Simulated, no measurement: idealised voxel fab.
process module | voxel gate over fins
cross-section cut | 265 nm wide | cells 5 nm
A cross-section is a grid of square cells, given in bands from the top down. A band is one or more rows of cells.
Each band's line starts with the height of the band's top and of its bottom, in nm. Then come its materials from left to right, each with its width in nm. One material with "throughout" fills the band from edge to edge. "air" is empty space.
Height 0 is the level under which the wafer as received is all one material. The lowest band goes on downwards, as in "0 down".
A width such as "30 to 40" changes by the same amount from each row of cells to the next, from the band's top row to its bottom row.
"no change" after a step means that no cell of the cross-section changed.
closed voids: empty space of 8 cells or more with no open way to the top, each as width x height at its distance from the left edge, in nm
after a step's settings: what the simulator itself notes on the step
overlay nm, on a step with a mask: how far to the right of its planned place the mask lay; to the left if negative
plan
1 op RECEIVE | material Si
2 op CONFORMAL_DEP | material SiN | thk nm 10
3 op MASKED_ETCH | tone cover | mask id FINS | width nm 15 | pitch nm 45 | etch materials SiN | depth nm 10 | overlay nm 0
4 op MASKED_ETCH | tone cover | mask id FINS | width nm 15 | pitch nm 45 | etch materials Si | depth nm 40 | overlay nm 0
5 op FILL_DEP | material SiO2 | thk nm 5
6 op CMP | height nm 10
7 op SELECTIVE_ETCH | etch materials SiO2 | depth nm 25
8 op STRIP | etch materials SiN
9 op CONFORMAL_DEP | material HfO2 | thk nm 5
10 op CONFORMAL_DEP | material TiN | thk nm 5
11 op FILL_DEP | material W | thk nm 15
12 op CMP | height nm 20
13 op CONFORMAL_DEP | material SiCN | thk nm 10
first wafer, as planned
as received, after step 1
  0 down: Si throughout
  closed voids: none
after step 2
  10 to 0: SiN throughout
  below 0: unchanged
after step 3
  10 to 0: air 80 | SiN 15 | air 30 | SiN 15 | air 30 | SiN 15 | air 80
  below 0: unchanged
after step 4
  10 to 0: air 80 | SiN 15 | air 30 | SiN 15 | air 30 | SiN 15 | air 80
  0 to -40: air 80 | Si 15 | air 30 | Si 15 | air 30 | Si 15 | air 80
  below -40: unchanged
after step 5
  15 to 10: SiO2 throughout
  10 to 0: SiO2 80 | SiN 15 | SiO2 30 | SiN 15 | SiO2 30 | SiN 15 | SiO2 80
  0 to -40: SiO2 80 | Si 15 | SiO2 30 | Si 15 | SiO2 30 | Si 15 | SiO2 80
  below -40: unchanged
after step 6
  10 to 0: SiO2 80 | SiN 15 | SiO2 30 | SiN 15 | SiO2 30 | SiN 15 | SiO2 80
  below 0: unchanged
after step 7
  10 to 0: air 80 | SiN 15 | air 30 | SiN 15 | air 30 | SiN 15 | air 80
  0 to -15: air 80 | Si 15 | air 30 | Si 15 | air 30 | Si 15 | air 80
  below -15: unchanged
after step 8
  0 to -15: air 80 | Si 15 | air 30 | Si 15 | air 30 | Si 15 | air 80
  below -15: unchanged
after step 9
  5 to 0: air 75 | HfO2 25 | air 20 | HfO2 25 | air 20 | HfO2 25 | air 75
  0 to -10: air 75 | HfO2 5 | Si 15 | HfO2 5 | air 20 | HfO2 5 | Si 15 | HfO2 5 | air 20 | HfO2 5 | Si 15 | HfO2 5 | air 75
  -10 to -15: HfO2 80 | Si 15 | HfO2 30 | Si 15 | HfO2 30 | Si 15 | HfO2 80
  below -15: unchanged
after step 10
  10 to 5: air 70 | TiN 35 | air 10 | TiN 35 | air 10 | TiN 35 | air 70
  5 to 0: air 70 | TiN 5 | HfO2 25 | TiN 5 | air 10 | TiN 5 | HfO2 25 | TiN 5 | air 10 | TiN 5 | HfO2 25 | TiN 5 | air 70
  0 to -5: air 70 | TiN 5 | HfO2 5 | Si 15 | HfO2 5 | TiN 5 | air 10 | TiN 5 | HfO2 5 | Si 15 | HfO2 5 | TiN 5 | air 10 | TiN 5 | HfO2 5 | Si 15 | HfO2 5 | TiN 5 | air 70
  -5 to -10: TiN 75 | HfO2 5 | Si 15 | HfO2 5 | TiN 20 | HfO2 5 | Si 15 | HfO2 5 | TiN 20 | HfO2 5 | Si 15 | HfO2 5 | TiN 75
  below -10: unchanged
after step 11
  25 to 10: W throughout
  10 to 5: W 70 | TiN 35 | W 10 | TiN 35 | W 10 | TiN 35 | W 70
  5 to 0: W 70 | TiN 5 | HfO2 25 | TiN 5 | W 10 | TiN 5 | HfO2 25 | TiN 5 | W 10 | TiN 5 | HfO2 25 | TiN 5 | W 70
  0 to -5: W 70 | TiN 5 | HfO2 5 | Si 15 | HfO2 5 | TiN 5 | W 10 | TiN 5 | HfO2 5 | Si 15 | HfO2 5 | TiN 5 | W 10 | TiN 5 | HfO2 5 | Si 15 | HfO2 5 | TiN 5 | W 70
  below -5: unchanged
after step 12
  20 to 10: W throughout
  below 10: unchanged
after step 13
  30 to 20: SiCN throughout
  below 20: unchanged
second wafer: like start, like plan, one mistake. Through step 3 it matches the first wafer
when step 4 should have ended
  10 to 0: air 80 | SiN 15 | air 30 | SiN 15 | air 30 | SiN 15 | air 80
  0 to -50: air 80 | Si 15 | air 30 | Si 15 | air 30 | Si 15 | air 80
  below -50: unchanged
when step 5 should have ended
  15 to 10: SiO2 throughout
  10 to 0: SiO2 80 | SiN 15 | SiO2 30 | SiN 15 | SiO2 30 | SiN 15 | SiO2 80
  0 to -50: SiO2 80 | Si 15 | SiO2 30 | Si 15 | SiO2 30 | Si 15 | SiO2 80
  below -50: unchanged
when step 6 should have ended
  10 to 0: SiO2 80 | SiN 15 | SiO2 30 | SiN 15 | SiO2 30 | SiN 15 | SiO2 80
  below 0: unchanged
when step 7 should have ended
  10 to 0: air 80 | SiN 15 | air 30 | SiN 15 | air 30 | SiN 15 | air 80
  0 to -15: air 80 | Si 15 | air 30 | Si 15 | air 30 | Si 15 | air 80
  below -15: unchanged
when step 8 should have ended
  0 to -15: air 80 | Si 15 | air 30 | Si 15 | air 30 | Si 15 | air 80
  below -15: unchanged
when step 9 should have ended
  5 to 0: air 75 | HfO2 25 | air 20 | HfO2 25 | air 20 | HfO2 25 | air 75
  0 to -10: air 75 | HfO2 5 | Si 15 | HfO2 5 | air 20 | HfO2 5 | Si 15 | HfO2 5 | air 20 | HfO2 5 | Si 15 | HfO2 5 | air 75
  -10 to -15: HfO2 80 | Si 15 | HfO2 30 | Si 15 | HfO2 30 | Si 15 | HfO2 80
  below -15: unchanged
when step 10 should have ended
  10 to 5: air 70 | TiN 35 | air 10 | TiN 35 | air 10 | TiN 35 | air 70
  5 to 0: air 70 | TiN 5 | HfO2 25 | TiN 5 | air 10 | TiN 5 | HfO2 25 | TiN 5 | air 10 | TiN 5 | HfO2 25 | TiN 5 | air 70
  0 to -5: air 70 | TiN 5 | HfO2 5 | Si 15 | HfO2 5 | TiN 5 | air 10 | TiN 5 | HfO2 5 | Si 15 | HfO2 5 | TiN 5 | air 10 | TiN 5 | HfO2 5 | Si 15 | HfO2 5 | TiN 5 | air 70
  -5 to -10: TiN 75 | HfO2 5 | Si 15 | HfO2 5 | TiN 20 | HfO2 5 | Si 15 | HfO2 5 | TiN 20 | HfO2 5 | Si 15 | HfO2 5 | TiN 75
  below -10: unchanged
when step 11 should have ended
  25 to 10: W throughout
  10 to 5: W 70 | TiN 35 | W 10 | TiN 35 | W 10 | TiN 35 | W 70
  5 to 0: W 70 | TiN 5 | HfO2 25 | TiN 5 | W 10 | TiN 5 | HfO2 25 | TiN 5 | W 10 | TiN 5 | HfO2 25 | TiN 5 | W 70
  0 to -5: W 70 | TiN 5 | HfO2 5 | Si 15 | HfO2 5 | TiN 5 | W 10 | TiN 5 | HfO2 5 | Si 15 | HfO2 5 | TiN 5 | W 10 | TiN 5 | HfO2 5 | Si 15 | HfO2 5 | TiN 5 | W 70
  below -5: unchanged
when step 12 should have ended
  20 to 10: W throughout
  below 10: unchanged
when step 13 should have ended
  30 to 20: SiCN throughout
  below 20: unchanged
what went wrong: step 4 ran as: op MASKED_ETCH | tone cover | mask id FINS | width nm 15 | pitch nm 45 | etch materials Si | depth nm 50 | overlay nm 0
at the end the second wafer has, in cells: 88 fewer of Si | 88 more of SiO2
